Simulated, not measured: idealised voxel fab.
Documented hereafter: the process module known as voxel transistor to metal.
The cross-section shown here is cut; it is 295 nm wide and divided into square cells measuring 5 nm on a side.
If you're reading a cross-section in this doc, picture square cells in a grid; it comes to you as bands, top ones listed first down to the bottom, and a band can be one or more rows of cells.
Each band's line starts with the height of the band's top and of its bottom, in nm. Then come its materials from left to right, each with its width in nm. One material with "edge to edge" fills the band from edge to edge. "empty" is empty space.
A quick word on heights: they are counted from 0, and under that level the wafer as it came to us is one material throughout. The lowest band is different from the rest in having no bottom; it simply continues downward, written as in "0 and below".
Think of "30 to 40" as a width that walks from the first number to the second as you go down the band, top row to bottom row, taking equal-sized steps from row to row.
Any step labelled "identical to before" changed none of the cells in the cross-section.
This entry, "Closed void entries", enumerates those empty regions of no fewer than 8 cells that possess no open connection to the top. Each region is reported in the form width x height at distance, the distance being taken from the left edge, with all three quantities expressed in nm.
Heads up: the bit after the settings on a step's line is the simulator's remark on that step.
overlay nm: for a step with a mask, the amount by which the mask lay right of where it was planned; a negative amount means left of it.
Note: before/after cross-section pairs follow, one process step per pair, after-side truncated at the lowest changed band, step and settings given beneath. Different runs of this module on the same starting wafer may supply the pairs; a pair continues the one above only where the "Cross-section, before" entry says so.

Cross-section, before:
    40 down to 35  TiN edge to edge
    35 down to 20  25 SiO2 | 5 TiN | 5 W | 5 TiN | 70 SiO2 | 5 TiN | 5 W | 5 TiN | 40 SiO2 | 5 TiN | 5 W | 5 TiN | 70 SiO2 | 5 TiN | 5 W | 5 TiN | 30 SiO2
    20 down to 10  25 SiO2 | 5 TiN | 5 W | 5 TiN | 5 SiO2 | 10 SiN | 5 HfO2 | 5 TiN | 20 W | 5 TiN | 5 HfO2 | 10 SiN | 5 SiO2 | 5 TiN | 5 W | 5 TiN | 40 SiO2 | 5 TiN | 5 W | 5 TiN | 5 SiO2 | 10 SiN | 5 HfO2 | 5 TiN | 20 W | 5 TiN | 5 HfO2 | 10 SiN | 5 SiO2 | 5 TiN | 5 W | 5 TiN | 30 SiO2
    10 down to 5  25 SiO2 | 15 TiN | 5 SiO2 | 10 SiN | 5 HfO2 | 5 TiN | 20 W | 5 TiN | 5 HfO2 | 10 SiN | 5 SiO2 | 15 TiN | 40 SiO2 | 15 TiN | 5 SiO2 | 10 SiN | 5 HfO2 | 5 TiN | 20 W | 5 TiN | 5 HfO2 | 10 SiN | 5 SiO2 | 15 TiN | 30 SiO2
    5 down to 0  20 SiO2 | 10 SiN | 15 nSi | 10 SiN | 5 HfO2 | 30 TiN | 5 HfO2 | 10 SiN | 15 nSi | 10 SiN | 30 SiO2 | 10 SiN | 15 nSi | 10 SiN | 5 HfO2 | 30 TiN | 5 HfO2 | 10 SiN | 15 nSi | 10 SiN | 25 SiO2
    0 down to -5  30 SiO2 | 15 nSi | 10 SiO2 | 40 HfO2 | 10 SiO2 | 15 nSi | 50 SiO2 | 15 nSi | 10 SiO2 | 40 HfO2 | 10 SiO2 | 15 nSi | 35 SiO2
    -5 down to -15  20 SiO2 | 10 Si | 15 nSi | 60 Si | 15 nSi | 10 Si | 30 SiO2 | 10 Si | 15 nSi | 60 Si | 15 nSi | 10 Si | 25 SiO2
    -15 down to -35  20 SiO2 | 110 Si | 30 SiO2 | 110 Si | 25 SiO2
    -35 and below  Si edge to edge
    Closed void entries: none

Cross-Section After Step:
    60 down to 40  W edge to edge
    below 40: unchanged
    Closed void entries: none
What step was run between the cross-section before it and the cross-section after it, both above? op DIRECTIONAL_DEP | material W | thk nm 20

Cross-section, before: Please consult the pair immediately above; the cross-section it shows after its step is the state before this step.

Cross-Section After Step:
    70 down to 60  aC edge to edge
    below 60: unchanged
    Closed void entries: none
What step was run between the cross-section before it and the cross-section after it, both above? op DIRECTIONAL_DEP | material aC | thk nm 10

Cross-section, before: Please consult the pair immediately above; the cross-section it shows after its step is the state before this step.

Cross-Section After Step:
    95 down to 70  25 empty | 15 resist | 70 empty | 15 resist | 40 empty | 15 resist | 70 empty | 15 resist | 30 empty
    below 70: unchanged
    Closed void entries: none
What step was run between the cross-section before it and the cross-section after it, both above? op PATTERN | tone cover | mask id METAL_1 | material resist | width nm 15 | thk nm 25 | overlay nm 0

Cross-section, before: Please consult the pair immediately above; the cross-section it shows after its step is the state before this step.

Cross-Section After Step:
    85 down to 70  25 empty | 15 resist | 70 empty | 15 resist | 40 empty | 15 resist | 70 empty | 15 resist | 30 empty
    70 down to 60  25 empty | 15 aC | 70 empty | 15 aC | 40 empty | 15 aC | 70 empty | 15 aC | 30 empty
    below 60: unchanged
    Closed void entries: none
What step was run between the cross-section before it and the cross-section after it, both above? op DIRECTIONAL_ETCH | etch materials aC | depth nm 10

Cross-section, before: Please consult the pair immediately above; the cross-section it shows after its step is the state before this step.

Cross-Section After Step:
    70 down to 60  25 empty | 15 aC | 70 empty | 15 aC | 40 empty | 15 aC | 70 empty | 15 aC | 30 empty
    below 60: unchanged
    Closed void entries: none
What step was run between the cross-section before it and the cross-section after it, both above? op STRIP | etch materials resist

Cross-section, before: Please consult the pair immediately above; the cross-section it shows after its step is the state before this step.

Cross-Section After Step:
    70 down to 60  25 empty | 15 aC | 70 empty | 15 aC | 40 empty | 15 aC | 70 empty | 15 aC | 30 empty
    60 down to 40  25 empty | 15 W | 70 empty | 15 W | 40 empty | 15 W | 70 empty | 15 W | 30 empty
    below 40: unchanged
    Closed void entries: none
What step was run between the cross-section before it and the cross-section after it, both above? op DIRECTIONAL_ETCH | etch materials W | depth nm 20

Cross-section, before: Please consult the pair immediately above; the cross-section it shows after its step is the state before this step.

Cross-Section After Step:
    70 down to 60  25 empty | 15 aC | 70 empty | 15 aC | 40 empty | 15 aC | 70 empty | 15 aC | 30 empty
    60 down to 40  25 empty | 15 W | 70 empty | 15 W | 40 empty | 15 W | 70 empty | 15 W | 30 empty
    40 down to 35  25 empty | 15 TiN | 70 empty | 15 TiN | 40 empty | 15 TiN | 70 empty | 15 TiN | 30 empty
    below 35: unchanged
    Closed void entries: none
What step was run between the cross-section before it and the cross-section after it, both above? op DIRECTIONAL_ETCH | etch materials TiN | depth nm 5

Cross-section, before: Please consult the pair immediately above; the cross-section it shows after its step is the state before this step.

Cross-Section After Step:
    60 down to 40  25 empty | 15 W | 70 empty | 15 W | 40 empty | 15 W | 70 empty | 15 W | 30 empty
    below 40: unchanged
    Closed void entries: none
What step was run between the cross-section before it and the cross-section after it, both above? op STRIP | etch materials aC

Cross-section, before: Please consult the pair immediately above; the cross-section it shows after its step is the state before this step.

Cross-Section After Step:
    70 down to 60  lowk edge to edge
    60 down to 40  25 lowk | 15 W | 70 lowk | 15 W | 40 lowk | 15 W | 70 lowk | 15 W | 30 lowk
    40 down to 35  25 lowk | 15 TiN | 70 lowk | 15 TiN | 40 lowk | 15 TiN | 70 lowk | 15 TiN | 30 lowk
    below 35: unchanged
    Closed void entries: none
What step was run between the cross-section before it and the cross-section after it, both above? op FILL_DEP | material lowk | thk nm 10

Cross-section, before: Please consult the pair immediately above; the cross-section it shows after its step is the state before this step.

Cross-Section After Step:
    60 down to 40  25 lowk | 15 W | 70 lowk | 15 W | 40 lowk | 15 W | 70 lowk | 15 W | 30 lowk
    below 40: unchanged
    Closed void entries: none
What step was run between the cross-section before it and the cross-section after it, both above? op CMP | height nm 60

Cross-section, before: Please consult the pair immediately above; the cross-section it shows after its step is the state before this step.

Cross-Section After Step:
    65 down to 60  SiCN edge to edge
    below 60: unchanged
    Closed void entries: none
What step was run between the cross-section before it and the cross-section after it, both above? op CONFORMAL_DEP | material SiCN | thk nm 5

Cross-section, before: Please consult the pair immediately above; the cross-section it shows after its step is the state before this step.

Cross-Section After Step:
    100 down to 65  lowk edge to edge
    below 65: unchanged
    Closed void entries: none
What step was run between the cross-section before it and the cross-section after it, both above? op DIRECTIONAL_DEP | material lowk | thk nm 35

Cross-section, before: Please consult the pair immediately above; the cross-section it shows after its step is the state before this step.

Cross-Section After Step:
    100 down to 80  25 lowk | 15 empty | 125 lowk | 15 empty | 115 lowk
    below 80: unchanged
    Closed void entries: none
What step was run between the cross-section before it and the cross-section after it, both above? op MASKED_ETCH | tone open | mask id METAL_2 | width nm 15 | pitch nm 140 | etch materials lowk | depth nm 20 | overlay nm 0

Cross-section, before: Please consult the pair immediately above; the cross-section it shows after its step is the state before this step.

Cross-Section After Step:
    120 down to 100  25 resist | 15 empty | 125 resist | 15 empty | 115 resist
    below 100: unchanged
    Closed void entries: none
What step was run between the cross-section before it and the cross-section after it, both above? op PATTERN | tone open | mask id METAL_2_HOLES | material resist | width nm 15 | pitch nm 140 | thk nm 20 | overlay nm 0

Cross-section, before: Please consult the pair immediately above; the cross-section it shows after its step is the state before this step.

Cross-Section After Step:
    120 down to 100  25 resist | 15 empty | 125 resist | 15 empty | 115 resist
    100 down to 65  25 lowk | 15 empty | 125 lowk | 15 empty | 115 lowk
    below 65: unchanged
    Closed void entries: none
What step was run between the cross-section before it and the cross-section after it, both above? op DIRECTIONAL_ETCH | etch materials lowk | depth nm 15

Cross-section, before: Please consult the pair immediately above; the cross-section it shows after its step is the state before this step.

Cross-Section After Step:
    120 down to 100  25 resist | 15 empty | 125 resist | 15 empty | 115 resist
    100 down to 65  25 lowk | 15 empty | 125 lowk | 15 empty | 115 lowk
    65 down to 60  25 SiCN | 15 empty | 125 SiCN | 15 empty | 115 SiCN
    below 60: unchanged
    Closed void entries: none
What step was run between the cross-section before it and the cross-section after it, both above? op DIRECTIONAL_ETCH | etch materials SiCN | depth nm 5

Cross-section, before: Please consult the pair immediately above; the cross-section it shows after its step is the state before this step.

Cross-Section After Step:
    100 down to 65  25 lowk | 15 empty | 125 lowk | 15 empty | 115 lowk
    below 65: unchanged
    Closed void entries: none
What step was run between the cross-section before it and the cross-section after it, both above? op STRIP | etch materials resist

Cross-section, before: Please consult the pair immediately above; the cross-section it shows after its step is the state before this step.

Cross-Section After Step:
    105 down to 100  30 TiN | 5 empty | 135 TiN | 5 empty | 120 TiN
    100 down to 65  25 lowk | 5 TiN | 5 empty | 5 TiN | 125 lowk | 5 TiN | 5 empty | 5 TiN | 115 lowk
    65 down to 60  25 SiCN | 15 TiN | 125 SiCN | 15 TiN | 115 SiCN
    below 60: unchanged
    Closed void entries: none
What step was run between the cross-section before it and the cross-section after it, both above? op CONFORMAL_DEP | material TiN | thk nm 5

Cross-section, before: Please consult the pair immediately above; the cross-section it shows after its step is the state before this step.

Cross-Section After Step:
    110 down to 105  Ru edge to edge
    105 down to 100  30 TiN | 5 Ru | 135 TiN | 5 Ru | 120 TiN
    100 down to 65  25 lowk | 5 TiN | 5 Ru | 5 TiN | 125 lowk | 5 TiN | 5 Ru | 5 TiN | 115 lowk
    below 65: unchanged
    Closed void entries: none
What step was run between the cross-section before it and the cross-section after it, both above? op FILL_DEP | material Ru | thk nm 5

Cross-section, before: Please consult the pair immediately above; the cross-section it shows after its step is the state before this step.

Cross-Section After Step:
    100 down to 65  25 lowk | 5 TiN | 5 Ru | 5 TiN | 125 lowk | 5 TiN | 5 Ru | 5 TiN | 115 lowk
    below 65: unchanged
    Closed void entries: none
What step was run between the cross-section before it and the cross-section after it, both above? op CMP | height nm 100

Cross-section, before: Please consult the pair immediately above; the cross-section it shows after its step is the state before this step.

Cross-Section After Step:
    105 down to 100  SiCN edge to edge
    below 100: unchanged
    Closed void entries: none
What step was run between the cross-section before it and the cross-section after it, both above? op CONFORMAL_DEP | material SiCN | thk nm 5

Cross-section, before:
    40 down to 25  55 empty | 5 SiO2 | 30 SiCN | 5 SiO2 | 100 empty | 5 SiO2 | 30 SiCN | 5 SiO2 | 60 empty
    25 down to 5  55 empty | 5 SiO2 | 30 polySi | 5 SiO2 | 100 empty | 5 SiO2 | 30 polySi | 5 SiO2 | 60 empty
    5 down to 0  20 SiO2 | 35 empty | 5 SiO2 | 30 polySi | 5 SiO2 | 35 empty | 30 SiO2 | 35 empty | 5 SiO2 | 30 polySi | 5 SiO2 | 35 empty | 25 SiO2
    0 down to -5  SiO2 edge to edge
    -5 down to -35  20 SiO2 | 110 Si | 30 SiO2 | 110 Si | 25 SiO2
    -35 and below  Si edge to edge
    Closed void entries: none

Cross-Section After Step:
    40 down to 35  60 empty | 30 SiCN | 110 empty | 30 SiCN | 65 empty
    35 down to 25  55 empty | 5 SiO2 | 30 SiCN | 5 SiO2 | 100 empty | 5 SiO2 | 30 SiCN | 5 SiO2 | 60 empty
    25 down to 0  55 empty | 5 SiO2 | 30 polySi | 5 SiO2 | 100 empty | 5 SiO2 | 30 polySi | 5 SiO2 | 60 empty
    0 down to -5  20 SiO2 | 35 empty | 40 SiO2 | 35 empty | 30 SiO2 | 35 empty | 40 SiO2 | 35 empty | 25 SiO2
    below -5: unchanged
    Closed void entries: none
What step was run between the cross-section before it and the cross-section after it, both above? op DIRECTIONAL_ETCH | etch materials SiO2 | depth nm 5

Cross-section, before: Please consult the pair immediately above; the cross-section it shows after its step is the state before this step.

Cross-Section After Step:
    40 down to 35  60 empty | 30 SiCN | 110 empty | 30 SiCN | 65 empty
    35 down to 25  55 empty | 5 SiO2 | 30 SiCN | 5 SiO2 | 100 empty | 5 SiO2 | 30 SiCN | 5 SiO2 | 60 empty
    25 down to 0  55 empty | 5 SiO2 | 30 polySi | 5 SiO2 | 100 empty | 5 SiO2 | 30 polySi | 5 SiO2 | 60 empty
    0 down to -5  20 SiO2 | 35 empty | 40 SiO2 | 35 empty | 30 SiO2 | 35 empty | 40 SiO2 | 35 empty | 25 SiO2
    -5 down to -15  20 SiO2 | 35 empty | 40 Si | 35 empty | 30 SiO2 | 35 empty | 40 Si | 35 empty | 25 SiO2
    below -15: unchanged
    Closed void entries: none
What step was run between the cross-section before it and the cross-section after it, both above? op DIRECTIONAL_ETCH | etch materials Si | depth nm 10

Cross-section, before: Please consult the pair immediately above; the cross-section it shows after its step is the state before this step.

Cross-Section After Step:
    40 down to 35  60 empty | 30 SiCN | 110 empty | 30 SiCN | 65 empty
    35 down to 25  55 empty | 5 SiO2 | 30 SiCN | 5 SiO2 | 100 empty | 5 SiO2 | 30 SiCN | 5 SiO2 | 60 empty
    25 down to 5  55 empty | 5 SiO2 | 30 polySi | 5 SiO2 | 100 empty | 5 SiO2 | 30 polySi | 5 SiO2 | 60 empty
    5 down to 0  45 empty | 10 nSi | 5 SiO2 | 30 polySi | 5 SiO2 | 10 nSi | 80 empty | 10 nSi | 5 SiO2 | 30 polySi | 5 SiO2 | 10 nSi | 50 empty
    0 down to -5  20 SiO2 | 25 empty | 10 nSi | 40 SiO2 | 10 nSi | 25 empty | 30 SiO2 | 25 empty | 10 nSi | 40 SiO2 | 10 nSi | 25 empty | 25 SiO2
    -5 down to -15  20 SiO2 | 35 nSi | 40 Si | 35 nSi | 30 SiO2 | 35 nSi | 40 Si | 35 nSi | 25 SiO2
    below -15: unchanged
    Closed void entries: none
What step was run between the cross-section before it and the cross-section after it, both above? op EPI | material nSi | thk nm 10

Cross-section, before: Please consult the pair immediately above; the cross-section it shows after its step is the state before this step.

Cross-Section After Step:
    50 down to 40  SiO2 edge to edge
    40 down to 25  60 SiO2 | 30 SiCN | 110 SiO2 | 30 SiCN | 65 SiO2
    25 down to 5  60 SiO2 | 30 polySi | 110 SiO2 | 30 polySi | 65 SiO2
    5 down to 0  45 SiO2 | 10 nSi | 5 SiO2 | 30 polySi | 5 SiO2 | 10 nSi | 80 SiO2 | 10 nSi | 5 SiO2 | 30 polySi | 5 SiO2 | 10 nSi | 50 SiO2
    0 down to -5  45 SiO2 | 10 nSi | 40 SiO2 | 10 nSi | 80 SiO2 | 10 nSi | 40 SiO2 | 10 nSi | 50 SiO2
    below -5: unchanged
    Closed void entries: none
What step was run between the cross-section before it and the cross-section after it, both above? op FILL_DEP | material SiO2 | thk nm 10

Cross-section, before: Please consult the pair immediately above; the cross-section it shows after its step is the state before this step.

Cross-Section After Step:
    25 down to 5  60 SiO2 | 30 polySi | 110 SiO2 | 30 polySi | 65 SiO2
    below 5: unchanged
    Closed void entries: none
What step was run between the cross-section before it and the cross-section after it, both above? op CMP | height nm 25

Cross-section, before: Please consult the pair immediately above; the cross-section it shows after its step is the state before this step.

Cross-Section After Step:
    25 down to 5  60 SiO2 | 30 empty | 110 SiO2 | 30 empty | 65 SiO2
    5 down to 0  45 SiO2 | 10 nSi | 5 SiO2 | 30 empty | 5 SiO2 | 10 nSi | 80 SiO2 | 10 nSi | 5 SiO2 | 30 empty | 5 SiO2 | 10 nSi | 50 SiO2
    below 0: unchanged
    Closed void entries: none
What step was run between the cross-section before it and the cross-section after it, both above? op STRIP | etch materials polySi

Cross-section, before: Please consult the pair immediately above; the cross-section it shows after its step is the state before this step.

Cross-Section After Step:
    20 down to 5  55 SiO2 | 40 empty | 100 SiO2 | 40 empty | 60 SiO2
    5 down to -5  45 SiO2 | 10 nSi | 40 empty | 10 nSi | 80 SiO2 | 10 nSi | 40 empty | 10 nSi | 50 SiO2
    below -5: unchanged
    Closed void entries: none
What step was run between the cross-section before it and the cross-section after it, both above? op SELECTIVE_ETCH | etch materials SiO2 | depth nm 5

Cross-section, before: Please consult the pair immediately above; the cross-section it shows after its step is the state before this step.

Cross-Section After Step:
    25 down to 20  60 HfO2 | 30 empty | 110 HfO2 | 30 empty | 65 HfO2
    20 down to 5  55 SiO2 | 5 HfO2 | 30 empty | 5 HfO2 | 100 SiO2 | 5 HfO2 | 30 empty | 5 HfO2 | 60 SiO2
    5 down to 0  45 SiO2 | 10 nSi | 5 HfO2 | 30 empty | 5 HfO2 | 10 nSi | 80 SiO2 | 10 nSi | 5 HfO2 | 30 empty | 5 HfO2 | 10 nSi | 50 SiO2
    0 down to -5  45 SiO2 | 10 nSi | 40 HfO2 | 10 nSi | 80 SiO2 | 10 nSi | 40 HfO2 | 10 nSi | 50 SiO2
    below -5: unchanged
    Closed void entries: none
What step was run between the cross-section before it and the cross-section after it, both above? op CONFORMAL_DEP | material HfO2 | thk nm 5

Cross-section, before: Please consult the pair immediately above; the cross-section it shows after its step is the state before this step.

Cross-Section After Step:
    30 down to 25  65 TiN | 20 empty | 120 TiN | 20 empty | 70 TiN
    25 down to 20  60 HfO2 | 5 TiN | 20 empty | 5 TiN | 110 HfO2 | 5 TiN | 20 empty | 5 TiN | 65 HfO2
    20 down to 5  55 SiO2 | 5 HfO2 | 5 TiN | 20 empty | 5 TiN | 5 HfO2 | 100 SiO2 | 5 HfO2 | 5 TiN | 20 empty | 5 TiN | 5 HfO2 | 60 SiO2
    5 down to 0  45 SiO2 | 10 nSi | 5 HfO2 | 30 TiN | 5 HfO2 | 10 nSi | 80 SiO2 | 10 nSi | 5 HfO2 | 30 TiN | 5 HfO2 | 10 nSi | 50 SiO2
    below 0: unchanged
    Closed void entries: none
What step was run between the cross-section before it and the cross-section after it, both above? op CONFORMAL_DEP | material TiN | thk nm 5

Cross-section, before: Please consult the pair immediately above; the cross-section it shows after its step is the state before this step.

Cross-Section After Step:
    40 down to 30  W edge to edge
    30 down to 25  65 TiN | 20 W | 120 TiN | 20 W | 70 TiN
    25 down to 20  60 HfO2 | 5 TiN | 20 W | 5 TiN | 110 HfO2 | 5 TiN | 20 W | 5 TiN | 65 HfO2
    20 down to 5  55 SiO2 | 5 HfO2 | 5 TiN | 20 W | 5 TiN | 5 HfO2 | 100 SiO2 | 5 HfO2 | 5 TiN | 20 W | 5 TiN | 5 HfO2 | 60 SiO2
    below 5: unchanged
    Closed void entries: none
What step was run between the cross-section before it and the cross-section after it, both above? op FILL_DEP | material W | thk nm 10

Cross-section, before: Please consult the pair immediately above; the cross-section it shows after its step is the state before this step.

Cross-Section After Step:
    20 down to 5  55 SiO2 | 5 HfO2 | 5 TiN | 20 W | 5 TiN | 5 HfO2 | 100 SiO2 | 5 HfO2 | 5 TiN | 20 W | 5 TiN | 5 HfO2 | 60 SiO2
    below 5: unchanged
    Closed void entries: none
What step was run between the cross-section before it and the cross-section after it, both above? op CMP | height nm 20

Cross-section, before: Please consult the pair immediately above; the cross-section it shows after its step is the state before this step.

Cross-Section After Step:
    35 down to 20  SiO2 edge to edge
    below 20: unchanged
    Closed void entries: none
What step was run between the cross-section before it and the cross-section after it, both above? op DIRECTIONAL_DEP | material SiO2 | thk nm 15

Cross-section, before: Please consult the pair immediately above; the cross-section it shows after its step is the state before this step.

Cross-Section After Step:
    50 down to 35  25 resist | 15 empty | 70 resist | 15 empty | 40 resist | 15 empty | 70 resist | 15 empty | 30 resist
    below 35: unchanged
    Closed void entries: none
What step was run between the cross-section before it and the cross-section after it, both above? op PATTERN | tone open | mask id CONTACT | material resist | width nm 15 | thk nm 15 | overlay nm 0

Cross-section, before: Please consult the pair immediately above; the cross-section it shows after its step is the state before this step.

Cross-Section After Step:
    50 down to 35  25 resist | 15 empty | 70 resist | 15 empty | 40 resist | 15 empty | 70 resist | 15 empty | 30 resist
    35 down to 20  25 SiO2 | 15 empty | 70 SiO2 | 15 empty | 40 SiO2 | 15 empty | 70 SiO2 | 15 empty | 30 SiO2
    20 down to 5  25 SiO2 | 15 empty | 15 SiO2 | 5 HfO2 | 5 TiN | 20 W | 5 TiN | 5 HfO2 | 15 SiO2 | 15 empty | 40 SiO2 | 15 empty | 15 SiO2 | 5 HfO2 | 5 TiN | 20 W | 5 TiN | 5 HfO2 | 15 SiO2 | 15 empty | 30 SiO2
    below 5: unchanged
    Closed void entries: none
What step was run between the cross-section before it and the cross-section after it, both above? op DIRECTIONAL_ETCH | etch materials SiO2 | depth nm 30

Cross-section, before: Please consult the pair immediately above; the cross-section it shows after its step is the state before this step.

Cross-Section After Step:
    35 down to 20  25 SiO2 | 15 empty | 70 SiO2 | 15 empty | 40 SiO2 | 15 empty | 70 SiO2 | 15 empty | 30 SiO2
    below 20: unchanged
    Closed void entries: none
What step was run between the cross-section before it and the cross-section after it, both above? op STRIP | etch materials resist

Cross-section, before: Please consult the pair immediately above; the cross-section it shows after its step is the state before this step.

Cross-Section After Step:
    40 down to 35  30 TiN | 5 empty | 80 TiN | 5 empty | 50 TiN | 5 empty | 80 TiN | 5 empty | 35 TiN
    35 down to 20  25 SiO2 | 5 TiN | 5 empty | 5 TiN | 70 SiO2 | 5 TiN | 5 empty | 5 TiN | 40 SiO2 | 5 TiN | 5 empty | 5 TiN | 70 SiO2 | 5 TiN | 5 empty | 5 TiN | 30 SiO2
    20 down to 10  25 SiO2 | 5 TiN | 5 empty | 5 TiN | 15 SiO2 | 5 HfO2 | 5 TiN | 20 W | 5 TiN | 5 HfO2 | 15 SiO2 | 5 TiN | 5 empty | 5 TiN | 40 SiO2 | 5 TiN | 5 empty | 5 TiN | 15 SiO2 | 5 HfO2 | 5 TiN | 20 W | 5 TiN | 5 HfO2 | 15 SiO2 | 5 TiN | 5 empty | 5 TiN | 30 SiO2
    10 down to 5  25 SiO2 | 15 TiN | 15 SiO2 | 5 HfO2 | 5 TiN | 20 W | 5 TiN | 5 HfO2 | 15 SiO2 | 15 TiN | 40 SiO2 | 15 TiN | 15 SiO2 | 5 HfO2 | 5 TiN | 20 W | 5 TiN | 5 HfO2 | 15 SiO2 | 15 TiN | 30 SiO2
    below 5: unchanged
    Closed void entries: none
What step was run between the cross-section before it and the cross-section after it, both above? op CONFORMAL_DEP | material TiN | thk nm 5

Cross-section, before: Please consult the pair immediately above; the cross-section it shows after its step is the state before this step.

Cross-Section After Step:
    45 down to 40  W edge to edge
    40 down to 35  30 TiN | 5 W | 80 TiN | 5 W | 50 TiN | 5 W | 80 TiN | 5 W | 35 TiN
    35 down to 20  25 SiO2 | 5 TiN | 5 W | 5 TiN | 70 SiO2 | 5 TiN | 5 W | 5 TiN | 40 SiO2 | 5 TiN | 5 W | 5 TiN | 70 SiO2 | 5 TiN | 5 W | 5 TiN | 30 SiO2
    20 down to 10  25 SiO2 | 5 TiN | 5 W | 5 TiN | 15 SiO2 | 5 HfO2 | 5 TiN | 20 W | 5 TiN | 5 HfO2 | 15 SiO2 | 5 TiN | 5 W | 5 TiN | 40 SiO2 | 5 TiN | 5 W | 5 TiN | 15 SiO2 | 5 HfO2 | 5 TiN | 20 W | 5 TiN | 5 HfO2 | 15 SiO2 | 5 TiN | 5 W | 5 TiN | 30 SiO2
    below 10: unchanged
    Closed void entries: none
What step was run between the cross-section before it and the cross-section after it, both above? op FILL_DEP | material W | thk nm 5

Cross-section, before: Please consult the pair immediately above; the cross-section it shows after its step is the state before this step.

Cross-Section After Step:
    35 down to 20  25 SiO2 | 5 TiN | 5 W | 5 TiN | 70 SiO2 | 5 TiN | 5 W | 5 TiN | 40 SiO2 | 5 TiN | 5 W | 5 TiN | 70 SiO2 | 5 TiN | 5 W | 5 TiN | 30 SiO2
    below 20: unchanged
    Closed void entries: none
What step was run between the cross-section before it and the cross-section after it, both above? op CMP | height nm 35

Cross-section, before: Please consult the pair immediately above; the cross-section it shows after its step is the state before this step.

Cross-Section After Step:
    40 down to 35  TiN edge to edge
    below 35: unchanged
    Closed void entries: none
What step was run between the cross-section before it and the cross-section after it, both above? op DIRECTIONAL_DEP | material TiN | thk nm 5

Cross-section, before: Please consult the pair immediately above; the cross-section it shows after its step is the state before this step.

Cross-Section After Step:
    60 down to 40  W edge to edge
    below 40: unchanged
    Closed void entries: none
What step was run between the cross-section before it and the cross-section after it, both above? op DIRECTIONAL_DEP | material W | thk nm 20

Cross-section, before: Please consult the pair immediately above; the cross-section it shows after its step is the state before this step.

Cross-Section After Step:
    70 down to 60  aC edge to edge
    below 60: unchanged
    Closed void entries: none
What step was run between the cross-section before it and the cross-section after it, both above? op DIRECTIONAL_DEP | material aC | thk nm 10

Cross-section, before: Please consult the pair immediately above; the cross-section it shows after its step is the state before this step.

Cross-Section After Step:
    95 down to 70  25 empty | 15 resist | 70 empty | 15 resist | 40 empty | 15 resist | 70 empty | 15 resist | 30 empty
    below 70: unchanged
    Closed void entries: none
What step was run between the cross-section before it and the cross-section after it, both above? op PATTERN | tone cover | mask id METAL_1 | material resist | width nm 15 | thk nm 25 | overlay nm 0

Cross-section, before: Please consult the pair immediately above; the cross-section it shows after its step is the state before this step.

Cross-Section After Step:
    85 down to 70  25 empty | 15 resist | 70 empty | 15 resist | 40 empty | 15 resist | 70 empty | 15 resist | 30 empty
    70 down to 60  25 empty | 15 aC | 70 empty | 15 aC | 40 empty | 15 aC | 70 empty | 15 aC | 30 empty
    below 60: unchanged
    Closed void entries: none
What step was run between the cross-section before it and the cross-section after it, both above? op DIRECTIONAL_ETCH | etch materials aC | depth nm 10

Cross-section, before: Please consult the pair immediately above; the cross-section it shows after its step is the state before this step.

Cross-Section After Step:
    70 down to 60  25 empty | 15 aC | 70 empty | 15 aC | 40 empty | 15 aC | 70 empty | 15 aC | 30 empty
    below 60: unchanged
    Closed void entries: none
What step was run between the cross-section before it and the cross-section after it, both above? op STRIP | etch materials resist

Cross-section, before: Please consult the pair immediately above; the cross-section it shows after its step is the state before this step.

Cross-Section After Step:
    70 down to 60  25 empty | 15 aC | 70 empty | 15 aC | 40 empty | 15 aC | 70 empty | 15 aC | 30 empty
    60 down to 40  25 empty | 15 W | 70 empty | 15 W | 40 empty | 15 W | 70 empty | 15 W | 30 empty
    below 40: unchanged
    Closed void entries: none
What step was run between the cross-section before it and the cross-section after it, both above? op DIRECTIONAL_ETCH | etch materials W | depth nm 20

Cross-section, before: Please consult the pair immediately above; the cross-section it shows after its step is the state before this step.

Cross-Section After Step:
    70 down to 60  25 empty | 15 aC | 70 empty | 15 aC | 40 empty | 15 aC | 70 empty | 15 aC | 30 empty
    60 down to 40  25 empty | 15 W | 70 empty | 15 W | 40 empty | 15 W | 70 empty | 15 W | 30 empty
    40 down to 35  25 empty | 15 TiN | 70 empty | 15 TiN | 40 empty | 15 TiN | 70 empty | 15 TiN | 30 empty
    below 35: unchanged
    Closed void entries: none
What step was run between the cross-section before it and the cross-section after it, both above? op DIRECTIONAL_ETCH | etch materials TiN | depth nm 5

Cross-section, before: Please consult the pair immediately above; the cross-section it shows after its step is the state before this step.

Cross-Section After Step:
    60 down to 40  25 empty | 15 W | 70 empty | 15 W | 40 empty | 15 W | 70 empty | 15 W | 30 empty
    below 40: unchanged
    Closed void entries: none
What step was run between the cross-section before it and the cross-section after it, both above? op STRIP | etch materials aC

Cross-section, before: Please consult the pair immediately above; the cross-section it shows after its step is the state before this step.

Cross-Section After Step:
    70 down to 60  lowk edge to edge
    60 down to 40  25 lowk | 15 W | 70 lowk | 15 W | 40 lowk | 15 W | 70 lowk | 15 W | 30 lowk
    40 down to 35  25 lowk | 15 TiN | 70 lowk | 15 TiN | 40 lowk | 15 TiN | 70 lowk | 15 TiN | 30 lowk
    below 35: unchanged
    Closed void entries: none
What step was run between the cross-section before it and the cross-section after it, both above? op FILL_DEP | material lowk | thk nm 10

Cross-section, before: Please consult the pair immediately above; the cross-section it shows after its step is the state before this step.

Cross-Section After Step:
    60 down to 40  25 lowk | 15 W | 70 lowk | 15 W | 40 lowk | 15 W | 70 lowk | 15 W | 30 lowk
    below 40: unchanged
    Closed void entries: none
What step was run between the cross-section before it and the cross-section after it, both above? op CMP | height nm 60

Cross-section, before: Please consult the pair immediately above; the cross-section it shows after its step is the state before this step.

Cross-Section After Step:
    65 down to 60  SiCN edge to edge
    below 60: unchanged
    Closed void entries: none
What step was run between the cross-section before it and the cross-section after it, both above? op CONFORMAL_DEP | material SiCN | thk nm 5

Cross-section, before: Please consult the pair immediately above; the cross-section it shows after its step is the state before this step.

Cross-Section After Step:
    100 down to 65  lowk edge to edge
    below 65: unchanged
    Closed void entries: none
What step was run between the cross-section before it and the cross-section after it, both above? op DIRECTIONAL_DEP | material lowk | thk nm 35

Cross-section, before: Please consult the pair immediately above; the cross-section it shows after its step is the state before this step.

Cross-Section After Step:
    100 down to 80  25 lowk | 15 empty | 125 lowk | 15 empty | 115 lowk
    below 80: unchanged
    Closed void entries: none
What step was run between the cross-section before it and the cross-section after it, both above? op MASKED_ETCH | tone open | mask id METAL_2 | width nm 15 | pitch nm 140 | etch materials lowk | depth nm 20 | overlay nm 0
